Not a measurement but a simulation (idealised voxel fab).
voxel fin reveal: a process module
270 nm wide, 5 nm square cells: that's cross-section cut.
Notation: cross-section as square-cell grid; stated in bands, top first, going down; one or more cell rows per band. In this notation a band is specified by the heights of its top and bottom, in that order and in nm, after which its materials appear from left to right, each paired with its width in nm. The word "everywhere" attached to a single material means that material fills the band from edge to edge; the word "blank" stands for empty space. Height reference: 0 = level under which incoming wafer is all one material. Lowest band: no bottom, runs on downward, e.g. "top 0, no bottom". The expression "30 to 40" gives the width at the extremes of the band, the first number at its top row of cells and the second at its bottom row, with the width changing by equal amounts from each row to the next in between. When a step is marked "no modifications", none of the cells in the cross-section changed during that step. The label "Closed void table" introduces a list of the empty spaces, 8 cells or larger, that have no open way up to the top; each entry in it reads width x height at distance, where the distance is taken from the left edge and all three are stated in nm. after a step's settings: what the simulator itself notes on the step. overlay nm: step with mask; distance mask lay right of planned place; negative value = left of planned place.
## Below is the list of planned process steps
1,RECEIVE,material Si
2,CONFORMAL_DEP,material SiN,thk nm 10
3,DIRECTIONAL_DEP,material aC,thk nm 15
4,PATTERN,tone cover,mask id FINS,material resist,width nm 15,pitch nm 35,thk nm 35,overlay nm 0
5,DIRECTIONAL_ETCH,etch materials aC,depth nm 15
6,STRIP,etch materials resist
7,DIRECTIONAL_ETCH,etch materials SiN,depth nm 10
8,DIRECTIONAL_ETCH,etch materials Si,depth nm 40
9,STRIP,etch materials aC
10,FILL_DEP,material SiO2,thk nm 10
11,CMP,height nm 10
12,SELECTIVE_ETCH,etch materials SiO2,depth nm 20
13,STRIP,etch materials SiN
## Cross-section of the wafer upon arrival, representing the state reached after step 1
    top 0, no bottom | Si everywhere
    Closed void table: none
## Final wafer profile in cross-section after the module, from the same start and plan as above, with one mistake made during processing
    top 0, bottom -10 | 120 nm blank  15 nm Si  20 nm blank  15 nm Si  100 nm blank
    top -10, bottom -40 | 120 nm SiO2  15 nm Si  20 nm SiO2  15 nm Si  100 nm SiO2
    top -40, no bottom | Si everywhere
    Closed void table: none
Processing error: step 4 was run on a setting that differed from the plan, and what really ran there is PATTERN,tone cover,mask id FINS,material resist,width nm 15,pitch nm 35,thk nm 35,overlay nm 10
